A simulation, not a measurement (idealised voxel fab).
This section sets out a process module, namely voxel self aligned vias.
The width of the displayed cross-section, cut, is 190 nm; its cells are square, with a size of 5 nm.
Think of the cross-section as a grid of square cells. We describe it in bands, top to bottom, and each band covers one or more rows of those cells.
It is stipulated that each band's entry specify, in nanometres, the height of the top of the band and then that of its bottom, followed by the materials of the band in left-to-right sequence, each together with its width in nanometres. A single material marked by the word "throughout" is understood to fill the band from edge to edge; the word "blank" is understood to denote empty space.
Height is counted from the level 0, under which the received wafer is composed throughout of one material. The lowest of the bands is not closed at the bottom but continues downward, in the notation "top 0, no bottom".
Width "30..40": first value at the band's top row of cells, second value at its bottom row, equal change from row to row.
Where the words "remained unchanged" appear for a step, the cross-section shows no cell changed by that step; every cell remained as before.
"Sealed void list" means: voids of 8 cells or more that are shut off from the top with no open way through. Written width x height at distance, distance from the left edge, in nm.
Heads up: the bit after the settings on a step's line is the simulator's remark on that step.
Among the settings permitted on a step's line is "overlay nm"; applied to a step with a mask, it specifies the extent to which the mask lay to the right of its planned position, whereas a negative figure signifies a position to the left.

PLANNED STEP LIST FOR THE PROCESS
1. RECEIVE [material Si]
2. CONFORMAL_DEP [material SiO2] [thk nm 10]
3. CONFORMAL_DEP [material SiCN] [thk nm 5]
4. DIRECTIONAL_DEP [material lowk] [thk nm 20]
5. PATTERN [tone open] [mask id LINES] [material resist] [width nm 25] [pitch nm 65] [thk nm 20] [overlay nm 0]
6. DIRECTIONAL_ETCH [etch materials lowk] [depth nm 20]
7. STRIP [etch materials resist]
8. CONFORMAL_DEP [material TiN] [thk nm 5]
9. FILL_DEP [material Ru] [thk nm 10]
10. CMP [height nm 35]
11. SELECTIVE_ETCH [etch materials W Ru TiN] [depth nm 5]
12. FILL_DEP [material SiN] [thk nm 5]
13. CMP [height nm 35]
14. DIRECTIONAL_DEP [material lowk] [thk nm 20]
15. MASKED_ETCH [tone open] [mask id VIAS] [width nm 35] [etch materials lowk] [depth nm 20] [overlay nm 0]
16. MASKED_ETCH [tone open] [mask id VIAS] [width nm 35] [etch materials SiN] [depth nm 5] [overlay nm 0]
17. CONFORMAL_DEP [material TiN] [thk nm 5]
18. FILL_DEP [material Ru] [thk nm 5]
19. CMP [height nm 55]
20. CONFORMAL_DEP [material SiCN] [thk nm 5]

AS RECEIVED (POST STEP 1): CROSS-SECTION
* top 0, no bottom  Si throughout
* Sealed void list: none

HERE'S THE CROSS-SECTION OF THE FIRST OF OUR TWO WAFERS AT THE END OF THE MODULE - IT RAN AS PLANNED
* top 60, bottom 55  SiCN throughout
* top 55, bottom 40  lowk (45)  TiN (5)  Ru (25)  TiN (5)  lowk (110)
* top 40, bottom 35  lowk (45)  TiN (10)  Ru (15)  TiN (10)  lowk (110)
* top 35, bottom 30  lowk (50)  TiN (25)  lowk (40)  SiN (25)  lowk (50)
* top 30, bottom 20  lowk (50)  TiN (5)  Ru (15)  TiN (5)  lowk (40)  TiN (5)  Ru (15)  TiN (5)  lowk (50)
* top 20, bottom 15  lowk (50)  TiN (25)  lowk (40)  TiN (25)  lowk (50)
* top 15, bottom 10  SiCN throughout
* top 10, bottom 0  SiO2 throughout
* top 0, no bottom  Si throughout
* Sealed void list: none

CROSS-SECTION, SECOND WAFER: SAME START AS THE FIRST, SAME PLAN AS THE FIRST, ONE MISTAKE IN RUNNING IT; TAKEN AT THE END OF THE MODULE
* top 60, bottom 55  SiCN throughout
* top 55, bottom 40  lowk (40)  TiN (5)  Ru (25)  TiN (5)  lowk (115)
* top 40, bottom 35  lowk (40)  TiN (15)  Ru (15)  TiN (5)  lowk (115)
* top 35, bottom 30  lowk (50)  TiN (25)  lowk (40)  SiN (25)  lowk (50)
* top 30, bottom 20  lowk (50)  TiN (5)  Ru (15)  TiN (5)  lowk (40)  TiN (5)  Ru (15)  TiN (5)  lowk (50)
* top 20, bottom 15  lowk (50)  TiN (25)  lowk (40)  TiN (25)  lowk (50)
* top 15, bottom 10  SiCN throughout
* top 10, bottom 0  SiO2 throughout
* top 0, no bottom  Si throughout
* Sealed void list: none
Want to know what went wrong? heads up, step 15 didn't go per plan, it actually ran as MASKED_ETCH [tone open] [mask id VIAS] [width nm 35] [etch materials lowk] [depth nm 20] [overlay nm -5]
When the process is done, the second wafer contains the same cell count of every material as the first wafer, but distributed over other locations.
